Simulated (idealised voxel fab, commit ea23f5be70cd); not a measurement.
The following process module bears the name voxel self aligned vias.
Section shown: cut. Width: 185 nm. Cell size: 5 nm, square.
Think of the cross-section as a grid of square cells. We describe it in bands, top to bottom, and each band covers one or more rows of those cells. First you get the band's top height and its bottom height, in nm, and then the materials it's made of, left to right, with each width in nm. If you see a single material with "full width", that one covers the band edge to edge. "empty" is empty space. Note: height 0 marks the level under which the wafer is uniformly one material as received. Lowest band unbounded below, written "from 0 down". The expression "30->40" gives the width at the extremes of the band, the first number at its top row of cells and the second at its bottom row, with the width changing by equal amounts from each row to the next in between. What does "same as before" mean for a step? It means no cell of the cross-section changed in that step. Voids not open to the top, 8 cells minimum: see "Entrapped voids". Written width x height at distance; distance is from the left edge; nm. Whatever follows a step's settings on its line is a remark the simulator itself makes about that step. The line of a step may include "overlay nm". On a step with a mask, this value is how far to the right of its planned place the mask lay. A negative value means the mask lay to the left.
The planned process steps are enumerated hereunder:
1 RECEIVE [material Si]
2 CONFORMAL_DEP [material SiO2] [thk nm 10]
3 CONFORMAL_DEP [material SiCN] [thk nm 5]
4 DIRECTIONAL_DEP [material SiO2] [thk nm 25]
5 PATTERN [tone open] [mask id LINES] [material resist] [width nm 25] [pitch nm 55] [thk nm 20] [overlay nm 0]
6 DIRECTIONAL_ETCH [etch materials SiO2] [depth nm 25]
7 STRIP [etch materials resist]
8 CONFORMAL_DEP [material TiN] [thk nm 5]
9 FILL_DEP [material Ru] [thk nm 5]
10 CMP [height nm 40]
11 SELECTIVE_ETCH [etch materials W Ru TiN] [depth nm 5]
12 FILL_DEP [material SiN] [thk nm 5]
13 CMP [height nm 40]
14 DIRECTIONAL_DEP [material SiO2] [thk nm 15]
15 DIRECTIONAL_DEP [material aC] [thk nm 10]
16 PATTERN [tone open] [mask id VIAS] [material resist] [width nm 35] [thk nm 30] [overlay nm 0]
17 DIRECTIONAL_ETCH [etch materials aC] [depth nm 10]
18 STRIP [etch materials resist]
19 DIRECTIONAL_ETCH [etch materials SiO2] [depth nm 15]
20 DIRECTIONAL_ETCH [etch materials SiN] [depth nm 5]
21 STRIP [etch materials aC]
22 CONFORMAL_DEP [material TiN] [thk nm 5]
23 FILL_DEP [material Cu] [thk nm 5]
24 CMP [height nm 55]
25 CONFORMAL_DEP [material SiN] [thk nm 5]
Cross-section, incoming material, after step 1:
- from 0 down  Si full width
- Entrapped voids: none
Cross-section taken at module completion on the first of two wafers; processed per the plan:
- from 60 to 55  SiN full width
- from 55 to 45  SiO2: 45; TiN: 5; Cu: 25; TiN: 5; SiO2: 105
- from 45 to 40  SiO2: 45; TiN: 10; Cu: 15; TiN: 10; SiO2: 105
- from 40 to 35  SiO2: 50; TiN: 25; SiO2: 30; SiN: 25; SiO2: 55
- from 35 to 20  SiO2: 50; TiN: 5; Ru: 15; TiN: 5; SiO2: 30; TiN: 5; Ru: 15; TiN: 5; SiO2: 55
- from 20 to 15  SiO2: 50; TiN: 25; SiO2: 30; TiN: 25; SiO2: 55
- from 15 to 10  SiCN full width
- from 10 to 0  SiO2 full width
- from 0 down  Si full width
- Entrapped voids: none
Second of two wafers, module complete, sectioned: it shares the first wafer's start and plan but was run with one mistake:
- from 60 to 55  SiN full width
- from 55 to 45  SiO2: 45; TiN: 5; Cu: 25; TiN: 5; SiO2: 105
- from 45 to 40  SiO2: 45; TiN: 35; SiO2: 105
- from 40 to 35  SiN: 45; TiN: 5; SiO2: 25; TiN: 5; SiN: 25; SiO2: 25; SiN: 55
- from 35 to 20  Ru: 45; TiN: 5; SiO2: 25; TiN: 5; Ru: 20; TiN: 5; SiO2: 25; TiN: 5; Ru: 50
- from 20 to 15  TiN: 50; SiO2: 25; TiN: 30; SiO2: 25; TiN: 55
- from 15 to 10  SiCN full width
- from 10 to 0  SiO2 full width
- from 0 down  Si full width
- Entrapped voids: none
So what did we get wrong on this run? step 5: run off-plan, actual operation and settings PATTERN [tone cover] [mask id LINES] [material resist] [width nm 25] [pitch nm 55] [thk nm 20] [overlay nm 0]
Wrapping up, a cell-based count of both wafers puts the second over or under the first for these materials: Cu -3 | Ru +51 | SiN +20 | SiO2 -85 | TiN +17
